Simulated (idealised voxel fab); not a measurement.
Process module in this document: voxel wiring stack
We display cut, a cross-section 260 nm in width whose square cells are each 5 nm.
A cross-section in this document is a grid of square cells, and it is written down as bands, the top band listed before the ones below it; a band is made up of one or more rows of cells. Each band's line starts with the height of the band's top and of its bottom, in nm. Then come its materials from left to right, each with its width in nm. One material with "full width" fills the band from edge to edge. "air" is empty space. Heights are reckoned from 0. Under this level, the received wafer is all of one material. The bottommost band is open-ended downward, for example "0 down". The notation "30 to 40" denotes a width that varies across the rows of cells in the band, beginning at the first number in the top row, finishing at the second number in the bottom row, and changing by an identical amount from each row to the next. "no change" (step): cross-section cells unchanged, all of them. "Tabulated closed voids" lists enclosed empty spaces (at least 8 cells, no open path upward to the top), each as width x height at distance from the left edge, in nm. Past the settings on a step's line: simulator remark, on that step. overlay nm: for a step with a mask, the amount by which the mask lay right of where it was planned; a negative amount means left of it.

# List of planned process steps
1. RECEIVE with material Si
2. CONFORMAL_DEP with material SiO2, thk nm 15
3. DIRECTIONAL_DEP with material TiN, thk nm 5
4. DIRECTIONAL_DEP with material W, thk nm 20
5. PATTERN with tone cover, mask id METAL_1, material resist, width nm 20, pitch nm 45, thk nm 15, overlay nm 0
6. DIRECTIONAL_ETCH with etch materials W, depth nm 20
7. DIRECTIONAL_ETCH with etch materials TiN, depth nm 5
8. STRIP with etch materials resist
9. FILL_DEP with material SiO2, thk nm 10
10. CMP with height nm 40
11. CONFORMAL_DEP with material SiCN, thk nm 5
12. DIRECTIONAL_DEP with material lowk, thk nm 30
13. DIRECTIONAL_DEP with material aC, thk nm 10
14. PATTERN with tone open, mask id METAL_2_HOLES, material resist, width nm 15, pitch nm 90, thk nm 30, overlay nm 0
15. DIRECTIONAL_ETCH with etch materials aC, depth nm 10
16. STRIP with etch materials resist
17. DIRECTIONAL_ETCH with etch materials lowk, depth nm 30
18. STRIP with etch materials aC
19. PATTERN with tone open, mask id METAL_2, material resist, width nm 20, pitch nm 45, thk nm 15, overlay nm 0
20. DIRECTIONAL_ETCH with etch materials lowk, depth nm 20
21. DIRECTIONAL_ETCH with etch materials SiCN, depth nm 5
22. STRIP with etch materials resist
23. CONFORMAL_DEP with material TiN, thk nm 5
24. FILL_DEP with material Ru, thk nm 5
25. CMP with height nm 75
26. CONFORMAL_DEP with material SiCN, thk nm 5
27. DIRECTIONAL_DEP with material lowk, thk nm 10
28. DIRECTIONAL_DEP with material aC, thk nm 15
29. PATTERN with tone open, mask id PLUG_2, material resist, width nm 15, pitch nm 45, thk nm 30, overlay nm 0
30. DIRECTIONAL_ETCH with etch materials aC, depth nm 15
31. STRIP with etch materials resist
32. DIRECTIONAL_ETCH with etch materials lowk, depth nm 10
33. DIRECTIONAL_ETCH with etch materials SiCN, depth nm 5
34. STRIP with etch materials aC
35. CONFORMAL_DEP with material TiN, thk nm 5
36. FILL_DEP with material Ru, thk nm 10
37. CMP with height nm 90
38. DIRECTIONAL_DEP with material TiN, thk nm 5
39. DIRECTIONAL_DEP with material W, thk nm 15
40. PATTERN with tone cover, mask id METAL_3, material resist, width nm 20, pitch nm 45, thk nm 15, overlay nm 0
41. DIRECTIONAL_ETCH with etch materials W, depth nm 15
42. DIRECTIONAL_ETCH with etch materials TiN, depth nm 5
43. STRIP with etch materials resist
44. FILL_DEP with material lowk, thk nm 5
45. CMP with height nm 110
46. CONFORMAL_DEP with material SiN, thk nm 5

# First wafer of two (run as planned)

# Wafer at receipt (post step 1), cross-section
* 0 down: Si full width
* Tabulated closed voids: none

# The wafer in cross-section once step 2 is complete
* 15 to 0: SiO2 full width
* No changes below 0.

# The wafer in cross-section once step 3 is complete
* 20 to 15: TiN full width
* No changes below 15.

# The wafer in cross-section once step 4 is complete
* 40 to 20: W full width
* No changes below 20.

# The wafer in cross-section once step 5 is complete
* 55 to 40: 50 air | 20 resist | 25 air | 20 resist | 25 air | 20 resist | 25 air | 20 resist | 55 air
* No changes below 40.

# The wafer in cross-section once step 6 is complete
* 55 to 40: 50 air | 20 resist | 25 air | 20 resist | 25 air | 20 resist | 25 air | 20 resist | 55 air
* 40 to 20: 50 air | 20 W | 25 air | 20 W | 25 air | 20 W | 25 air | 20 W | 55 air
* No changes below 20.

# The wafer in cross-section once step 7 is complete
* 55 to 40: 50 air | 20 resist | 25 air | 20 resist | 25 air | 20 resist | 25 air | 20 resist | 55 air
* 40 to 20: 50 air | 20 W | 25 air | 20 W | 25 air | 20 W | 25 air | 20 W | 55 air
* 20 to 15: 50 air | 20 TiN | 25 air | 20 TiN | 25 air | 20 TiN | 25 air | 20 TiN | 55 air
* No changes below 15.

# The wafer in cross-section once step 8 is complete
* 40 to 20: 50 air | 20 W | 25 air | 20 W | 25 air | 20 W | 25 air | 20 W | 55 air
* No changes below 20.

# The wafer in cross-section once step 9 is complete
* 50 to 40: SiO2 full width
* 40 to 20: 50 SiO2 | 20 W | 25 SiO2 | 20 W | 25 SiO2 | 20 W | 25 SiO2 | 20 W | 55 SiO2
* 20 to 15: 50 SiO2 | 20 TiN | 25 SiO2 | 20 TiN | 25 SiO2 | 20 TiN | 25 SiO2 | 20 TiN | 55 SiO2
* No changes below 15.

# The wafer in cross-section once step 10 is complete
* 40 to 20: 50 SiO2 | 20 W | 25 SiO2 | 20 W | 25 SiO2 | 20 W | 25 SiO2 | 20 W | 55 SiO2
* No changes below 20.

# The wafer in cross-section once step 11 is complete
* 45 to 40: SiCN full width
* No changes below 40.

# The wafer in cross-section once step 12 is complete
* 75 to 45: lowk full width
* No changes below 45.

# The wafer in cross-section once step 13 is complete
* 85 to 75: aC full width
* No changes below 75.

# The wafer in cross-section once step 14 is complete
* 115 to 85: 50 resist | 15 air | 75 resist | 15 air | 105 resist
* No changes below 85.

# The wafer in cross-section once step 15 is complete
* 105 to 85: 50 resist | 15 air | 75 resist | 15 air | 105 resist
* 85 to 75: 50 aC | 15 air | 75 aC | 15 air | 105 aC
* No changes below 75.

# The wafer in cross-section once step 16 is complete
* 85 to 75: 50 aC | 15 air | 75 aC | 15 air | 105 aC
* No changes below 75.

# The wafer in cross-section once step 17 is complete
* 85 to 75: 50 aC | 15 air | 75 aC | 15 air | 105 aC
* 75 to 45: 50 lowk | 15 air | 75 lowk | 15 air | 105 lowk
* No changes below 45.

# The wafer in cross-section once step 18 is complete
* 75 to 45: 50 lowk | 15 air | 75 lowk | 15 air | 105 lowk
* No changes below 45.

# The wafer in cross-section once step 19 is complete
* 90 to 75: 50 resist | 20 air | 25 resist | 20 air | 25 resist | 20 air | 25 resist | 20 air | 55 resist
* No changes below 75.

# The wafer in cross-section once step 20 is complete
* 90 to 75: 50 resist | 20 air | 25 resist | 20 air | 25 resist | 20 air | 25 resist | 20 air | 55 resist
* 75 to 55: 50 lowk | 20 air | 25 lowk | 20 air | 25 lowk | 20 air | 25 lowk | 20 air | 55 lowk
* No changes below 55.

# The wafer in cross-section once step 21 is complete
* 90 to 75: 50 resist | 20 air | 25 resist | 20 air | 25 resist | 20 air | 25 resist | 20 air | 55 resist
* 75 to 55: 50 lowk | 20 air | 25 lowk | 20 air | 25 lowk | 20 air | 25 lowk | 20 air | 55 lowk
* 55 to 45: 50 lowk | 15 air | 75 lowk | 15 air | 105 lowk
* 45 to 40: 50 SiCN | 15 air | 75 SiCN | 15 air | 105 SiCN
* No changes below 40.

# The wafer in cross-section once step 22 is complete
* 75 to 55: 50 lowk | 20 air | 25 lowk | 20 air | 25 lowk | 20 air | 25 lowk | 20 air | 55 lowk
* No changes below 55.

# The wafer in cross-section once step 23 is complete
* 80 to 75: 55 TiN | 10 air | 35 TiN | 10 air | 35 TiN | 10 air | 35 TiN | 10 air | 60 TiN
* 75 to 60: 50 lowk | 5 TiN | 10 air | 5 TiN | 25 lowk | 5 TiN | 10 air | 5 TiN | 25 lowk | 5 TiN | 10 air | 5 TiN | 25 lowk | 5 TiN | 10 air | 5 TiN | 55 lowk
* 60 to 55: 50 lowk | 5 TiN | 5 air | 10 TiN | 25 lowk | 20 TiN | 25 lowk | 5 TiN | 5 air | 10 TiN | 25 lowk | 20 TiN | 55 lowk
* 55 to 45: 50 lowk | 5 TiN | 5 air | 5 TiN | 75 lowk | 5 TiN | 5 air | 5 TiN | 105 lowk
* 45 to 40: 50 SiCN | 15 TiN | 75 SiCN | 15 TiN | 105 SiCN
* No changes below 40.

# The wafer in cross-section once step 24 is complete
* 85 to 80: Ru full width
* 80 to 75: 55 TiN | 10 Ru | 35 TiN | 10 Ru | 35 TiN | 10 Ru | 35 TiN | 10 Ru | 60 TiN
* 75 to 60: 50 lowk | 5 TiN | 10 Ru | 5 TiN | 25 lowk | 5 TiN | 10 Ru | 5 TiN | 25 lowk | 5 TiN | 10 Ru | 5 TiN | 25 lowk | 5 TiN | 10 Ru | 5 TiN | 55 lowk
* 60 to 55: 50 lowk | 5 TiN | 5 Ru | 10 TiN | 25 lowk | 20 TiN | 25 lowk | 5 TiN | 5 Ru | 10 TiN | 25 lowk | 20 TiN | 55 lowk
* 55 to 45: 50 lowk | 5 TiN | 5 Ru | 5 TiN | 75 lowk | 5 TiN | 5 Ru | 5 TiN | 105 lowk
* No changes below 45.

# The wafer in cross-section once step 25 is complete
* 75 to 60: 50 lowk | 5 TiN | 10 Ru | 5 TiN | 25 lowk | 5 TiN | 10 Ru | 5 TiN | 25 lowk | 5 TiN | 10 Ru | 5 TiN | 25 lowk | 5 TiN | 10 Ru | 5 TiN | 55 lowk
* No changes below 60.

# The wafer in cross-section once step 26 is complete
* 80 to 75: SiCN full width
* No changes below 75.

# The wafer in cross-section once step 27 is complete
* 90 to 80: lowk full width
* No changes below 80.

# The wafer in cross-section once step 28 is complete
* 105 to 90: aC full width
* No changes below 90.

# The wafer in cross-section once step 29 is complete
* 135 to 105: 50 resist | 15 air | 30 resist | 15 air | 30 resist | 15 air | 30 resist | 15 air | 60 resist
* No changes below 105.

# The wafer in cross-section once step 30 is complete
* 120 to 105: 50 resist | 15 air | 30 resist | 15 air | 30 resist | 15 air | 30 resist | 15 air | 60 resist
* 105 to 90: 50 aC | 15 air | 30 aC | 15 air | 30 aC | 15 air | 30 aC | 15 air | 60 aC
* No changes below 90.

# The wafer in cross-section once step 31 is complete
* 105 to 90: 50 aC | 15 air | 30 aC | 15 air | 30 aC | 15 air | 30 aC | 15 air | 60 aC
* No changes below 90.

# The wafer in cross-section once step 32 is complete
* 105 to 90: 50 aC | 15 air | 30 aC | 15 air | 30 aC | 15 air | 30 aC | 15 air | 60 aC
* 90 to 80: 50 lowk | 15 air | 30 lowk | 15 air | 30 lowk | 15 air | 30 lowk | 15 air | 60 lowk
* No changes below 80.

# The wafer in cross-section once step 33 is complete
* 105 to 90: 50 aC | 15 air | 30 aC | 15 air | 30 aC | 15 air | 30 aC | 15 air | 60 aC
* 90 to 80: 50 lowk | 15 air | 30 lowk | 15 air | 30 lowk | 15 air | 30 lowk | 15 air | 60 lowk
* 80 to 75: 50 SiCN | 15 air | 30 SiCN | 15 air | 30 SiCN | 15 air | 30 SiCN | 15 air | 60 SiCN
* No changes below 75.

# The wafer in cross-section once step 34 is complete
* 90 to 80: 50 lowk | 15 air | 30 lowk | 15 air | 30 lowk | 15 air | 30 lowk | 15 air | 60 lowk
* No changes below 80.

# The wafer in cross-section once step 35 is complete
* 95 to 90: 55 TiN | 5 air | 40 TiN | 5 air | 40 TiN | 5 air | 40 TiN | 5 air | 65 TiN
* 90 to 80: 50 lowk | 5 TiN | 5 air | 5 TiN | 30 lowk | 5 TiN | 5 air | 5 TiN | 30 lowk | 5 TiN | 5 air | 5 TiN | 30 lowk | 5 TiN | 5 air | 5 TiN | 60 lowk
* 80 to 75: 50 SiCN | 15 TiN | 30 SiCN | 15 TiN | 30 SiCN | 15 TiN | 30 SiCN | 15 TiN | 60 SiCN
* No changes below 75.

# The wafer in cross-section once step 36 is complete
* 105 to 95: Ru full width
* 95 to 90: 55 TiN | 5 Ru | 40 TiN | 5 Ru | 40 TiN | 5 Ru | 40 TiN | 5 Ru | 65 TiN
* 90 to 80: 50 lowk | 5 TiN | 5 Ru | 5 TiN | 30 lowk | 5 TiN | 5 Ru | 5 TiN | 30 lowk | 5 TiN | 5 Ru | 5 TiN | 30 lowk | 5 TiN | 5 Ru | 5 TiN | 60 lowk
* No changes below 80.

# The wafer in cross-section once step 37 is complete
* 90 to 80: 50 lowk | 5 TiN | 5 Ru | 5 TiN | 30 lowk | 5 TiN | 5 Ru | 5 TiN | 30 lowk | 5 TiN | 5 Ru | 5 TiN | 30 lowk | 5 TiN | 5 Ru | 5 TiN | 60 lowk
* No changes below 80.

# The wafer in cross-section once step 38 is complete
* 95 to 90: TiN full width
* No changes below 90.

# The wafer in cross-section once step 39 is complete
* 110 to 95: W full width
* No changes below 95.

# The wafer in cross-section once step 40 is complete
* 125 to 110: 50 air | 20 resist | 25 air | 20 resist | 25 air | 20 resist | 25 air | 20 resist | 55 air
* No changes below 110.

# The wafer in cross-section once step 41 is complete
* 125 to 110: 50 air | 20 resist | 25 air | 20 resist | 25 air | 20 resist | 25 air | 20 resist | 55 air
* 110 to 95: 50 air | 20 W | 25 air | 20 W | 25 air | 20 W | 25 air | 20 W | 55 air
* No changes below 95.

# The wafer in cross-section once step 42 is complete
* 125 to 110: 50 air | 20 resist | 25 air | 20 resist | 25 air | 20 resist | 25 air | 20 resist | 55 air
* 110 to 95: 50 air | 20 W | 25 air | 20 W | 25 air | 20 W | 25 air | 20 W | 55 air
* 95 to 90: 50 air | 20 TiN | 25 air | 20 TiN | 25 air | 20 TiN | 25 air | 20 TiN | 55 air
* No changes below 90.

# The wafer in cross-section once step 43 is complete
* 110 to 95: 50 air | 20 W | 25 air | 20 W | 25 air | 20 W | 25 air | 20 W | 55 air
* No changes below 95.

# The wafer in cross-section once step 44 is complete
* 115 to 110: lowk full width
* 110 to 95: 50 lowk | 20 W | 25 lowk | 20 W | 25 lowk | 20 W | 25 lowk | 20 W | 55 lowk
* 95 to 90: 50 lowk | 20 TiN | 25 lowk | 20 TiN | 25 lowk | 20 TiN | 25 lowk | 20 TiN | 55 lowk
* No changes below 90.

# The wafer in cross-section once step 45 is complete
* 110 to 95: 50 lowk | 20 W | 25 lowk | 20 W | 25 lowk | 20 W | 25 lowk | 20 W | 55 lowk
* No changes below 95.

# The wafer in cross-section once step 46 is complete
* 115 to 110: SiN full width
* No changes below 110.

# What follows concerns the second wafer, which started out like the first and was meant to follow the very same plan; one mistake crept in when it was run, but everything up to and including step 11 is the same as for the first wafer

# Planned end of step 12: second wafer, cross-section
* 105 to 45: lowk full width
* No changes below 45.

# Planned end of step 13: second wafer, cross-section
* 115 to 105: aC full width
* No changes below 105.

# Planned end of step 14: second wafer, cross-section
* 145 to 115: 50 resist | 15 air | 75 resist | 15 air | 105 resist
* No changes below 115.

# Planned end of step 15: second wafer, cross-section
* 135 to 115: 50 resist | 15 air | 75 resist | 15 air | 105 resist
* 115 to 105: 50 aC | 15 air | 75 aC | 15 air | 105 aC
* No changes below 105.

# Planned end of step 16: second wafer, cross-section
* 115 to 105: 50 aC | 15 air | 75 aC | 15 air | 105 aC
* No changes below 105.

# Planned end of step 17: second wafer, cross-section
* 115 to 105: 50 aC | 15 air | 75 aC | 15 air | 105 aC
* 105 to 75: 50 lowk | 15 air | 75 lowk | 15 air | 105 lowk
* No changes below 75.

# Planned end of step 18: second wafer, cross-section
* 105 to 75: 50 lowk | 15 air | 75 lowk | 15 air | 105 lowk
* No changes below 75.

# Planned end of step 19: second wafer, cross-section
* 120 to 105: 50 resist | 20 air | 25 resist | 20 air | 25 resist | 20 air | 25 resist | 20 air | 55 resist
* No changes below 105.

# Planned end of step 20: second wafer, cross-section
* 120 to 105: 50 resist | 20 air | 25 resist | 20 air | 25 resist | 20 air | 25 resist | 20 air | 55 resist
* 105 to 85: 50 lowk | 20 air | 25 lowk | 20 air | 25 lowk | 20 air | 25 lowk | 20 air | 55 lowk
* 85 to 55: 50 lowk | 15 air | 75 lowk | 15 air | 105 lowk
* No changes below 55.

Planned end of step 21: second wafer, cross-section: no change

# Planned end of step 22: second wafer, cross-section
* 105 to 85: 50 lowk | 20 air | 25 lowk | 20 air | 25 lowk | 20 air | 25 lowk | 20 air | 55 lowk
* No changes below 85.

# Planned end of step 23: second wafer, cross-section
* 110 to 105: 55 TiN | 10 air | 35 TiN | 10 air | 35 TiN | 10 air | 35 TiN | 10 air | 60 TiN
* 105 to 90: 50 lowk | 5 TiN | 10 air | 5 TiN | 25 lowk | 5 TiN | 10 air | 5 TiN | 25 lowk | 5 TiN | 10 air | 5 TiN | 25 lowk | 5 TiN | 10 air | 5 TiN | 55 lowk
* 90 to 85: 50 lowk | 5 TiN | 5 air | 10 TiN | 25 lowk | 20 TiN | 25 lowk | 5 TiN | 5 air | 10 TiN | 25 lowk | 20 TiN | 55 lowk
* 85 to 60: 50 lowk | 5 TiN | 5 air | 5 TiN | 75 lowk | 5 TiN | 5 air | 5 TiN | 105 lowk
* 60 to 55: 50 lowk | 15 TiN | 75 lowk | 15 TiN | 105 lowk
* No changes below 55.

# Planned end of step 24: second wafer, cross-section
* 115 to 110: Ru full width
* 110 to 105: 55 TiN | 10 Ru | 35 TiN | 10 Ru | 35 TiN | 10 Ru | 35 TiN | 10 Ru | 60 TiN
* 105 to 90: 50 lowk | 5 TiN | 10 Ru | 5 TiN | 25 lowk | 5 TiN | 10 Ru | 5 TiN | 25 lowk | 5 TiN | 10 Ru | 5 TiN | 25 lowk | 5 TiN | 10 Ru | 5 TiN | 55 lowk
* 90 to 85: 50 lowk | 5 TiN | 5 Ru | 10 TiN | 25 lowk | 20 TiN | 25 lowk | 5 TiN | 5 Ru | 10 TiN | 25 lowk | 20 TiN | 55 lowk
* 85 to 60: 50 lowk | 5 TiN | 5 Ru | 5 TiN | 75 lowk | 5 TiN | 5 Ru | 5 TiN | 105 lowk
* No changes below 60.

# Planned end of step 25: second wafer, cross-section
* 75 to 60: 50 lowk | 5 TiN | 5 Ru | 5 TiN | 75 lowk | 5 TiN | 5 Ru | 5 TiN | 105 lowk
* No changes below 60.

# Planned end of step 26: second wafer, cross-section
* 80 to 75: SiCN full width
* No changes below 75.

# Planned end of step 27: second wafer, cross-section
* 90 to 80: lowk full width
* No changes below 80.

# Planned end of step 28: second wafer, cross-section
* 105 to 90: aC full width
* No changes below 90.

# Planned end of step 29: second wafer, cross-section
* 135 to 105: 50 resist | 15 air | 30 resist | 15 air | 30 resist | 15 air | 30 resist | 15 air | 60 resist
* No changes below 105.

# Planned end of step 30: second wafer, cross-section
* 120 to 105: 50 resist | 15 air | 30 resist | 15 air | 30 resist | 15 air | 30 resist | 15 air | 60 resist
* 105 to 90: 50 aC | 15 air | 30 aC | 15 air | 30 aC | 15 air | 30 aC | 15 air | 60 aC
* No changes below 90.

# Planned end of step 31: second wafer, cross-section
* 105 to 90: 50 aC | 15 air | 30 aC | 15 air | 30 aC | 15 air | 30 aC | 15 air | 60 aC
* No changes below 90.

# Planned end of step 32: second wafer, cross-section
* 105 to 90: 50 aC | 15 air | 30 aC | 15 air | 30 aC | 15 air | 30 aC | 15 air | 60 aC
* 90 to 80: 50 lowk | 15 air | 30 lowk | 15 air | 30 lowk | 15 air | 30 lowk | 15 air | 60 lowk
* No changes below 80.

# Planned end of step 33: second wafer, cross-section
* 105 to 90: 50 aC | 15 air | 30 aC | 15 air | 30 aC | 15 air | 30 aC | 15 air | 60 aC
* 90 to 80: 50 lowk | 15 air | 30 lowk | 15 air | 30 lowk | 15 air | 30 lowk | 15 air | 60 lowk
* 80 to 75: 50 SiCN | 15 air | 30 SiCN | 15 air | 30 SiCN | 15 air | 30 SiCN | 15 air | 60 SiCN
* No changes below 75.

# Planned end of step 34: second wafer, cross-section
* 90 to 80: 50 lowk | 15 air | 30 lowk | 15 air | 30 lowk | 15 air | 30 lowk | 15 air | 60 lowk
* No changes below 80.

# Planned end of step 35: second wafer, cross-section
* 95 to 90: 55 TiN | 5 air | 40 TiN | 5 air | 40 TiN | 5 air | 40 TiN | 5 air | 65 TiN
* 90 to 80: 50 lowk | 5 TiN | 5 air | 5 TiN | 30 lowk | 5 TiN | 5 air | 5 TiN | 30 lowk | 5 TiN | 5 air | 5 TiN | 30 lowk | 5 TiN | 5 air | 5 TiN | 60 lowk
* 80 to 75: 50 SiCN | 15 TiN | 30 SiCN | 15 TiN | 30 SiCN | 15 TiN | 30 SiCN | 15 TiN | 60 SiCN
* No changes below 75.

# Planned end of step 36: second wafer, cross-section
* 105 to 95: Ru full width
* 95 to 90: 55 TiN | 5 Ru | 40 TiN | 5 Ru | 40 TiN | 5 Ru | 40 TiN | 5 Ru | 65 TiN
* 90 to 80: 50 lowk | 5 TiN | 5 Ru | 5 TiN | 30 lowk | 5 TiN | 5 Ru | 5 TiN | 30 lowk | 5 TiN | 5 Ru | 5 TiN | 30 lowk | 5 TiN | 5 Ru | 5 TiN | 60 lowk
* No changes below 80.

# Planned end of step 37: second wafer, cross-section
* 90 to 80: 50 lowk | 5 TiN | 5 Ru | 5 TiN | 30 lowk | 5 TiN | 5 Ru | 5 TiN | 30 lowk | 5 TiN | 5 Ru | 5 TiN | 30 lowk | 5 TiN | 5 Ru | 5 TiN | 60 lowk
* No changes below 80.

# Planned end of step 38: second wafer, cross-section
* 95 to 90: TiN full width
* No changes below 90.

# Planned end of step 39: second wafer, cross-section
* 110 to 95: W full width
* No changes below 95.

# Planned end of step 40: second wafer, cross-section
* 125 to 110: 50 air | 20 resist | 25 air | 20 resist | 25 air | 20 resist | 25 air | 20 resist | 55 air
* No changes below 110.

# Planned end of step 41: second wafer, cross-section
* 125 to 110: 50 air | 20 resist | 25 air | 20 resist | 25 air | 20 resist | 25 air | 20 resist | 55 air
* 110 to 95: 50 air | 20 W | 25 air | 20 W | 25 air | 20 W | 25 air | 20 W | 55 air
* No changes below 95.

# Planned end of step 42: second wafer, cross-section
* 125 to 110: 50 air | 20 resist | 25 air | 20 resist | 25 air | 20 resist | 25 air | 20 resist | 55 air
* 110 to 95: 50 air | 20 W | 25 air | 20 W | 25 air | 20 W | 25 air | 20 W | 55 air
* 95 to 90: 50 air | 20 TiN | 25 air | 20 TiN | 25 air | 20 TiN | 25 air | 20 TiN | 55 air
* No changes below 90.

# Planned end of step 43: second wafer, cross-section
* 110 to 95: 50 air | 20 W | 25 air | 20 W | 25 air | 20 W | 25 air | 20 W | 55 air
* No changes below 95.

# Planned end of step 44: second wafer, cross-section
* 115 to 110: lowk full width
* 110 to 95: 50 lowk | 20 W | 25 lowk | 20 W | 25 lowk | 20 W | 25 lowk | 20 W | 55 lowk
* 95 to 90: 50 lowk | 20 TiN | 25 lowk | 20 TiN | 25 lowk | 20 TiN | 25 lowk | 20 TiN | 55 lowk
* No changes below 90.

# Planned end of step 45: second wafer, cross-section
* 110 to 95: 50 lowk | 20 W | 25 lowk | 20 W | 25 lowk | 20 W | 25 lowk | 20 W | 55 lowk
* No changes below 95.

# Planned end of step 46: second wafer, cross-section
* 115 to 110: SiN full width
* No changes below 110.
Finding, execution versus plan: step 12, plan: ran twice
Once processing is complete, comparing cell counts shows that the second wafer has more or fewer of certain materials than the first: -24 Ru, +6 SiCN, -34 TiN, +52 lowk
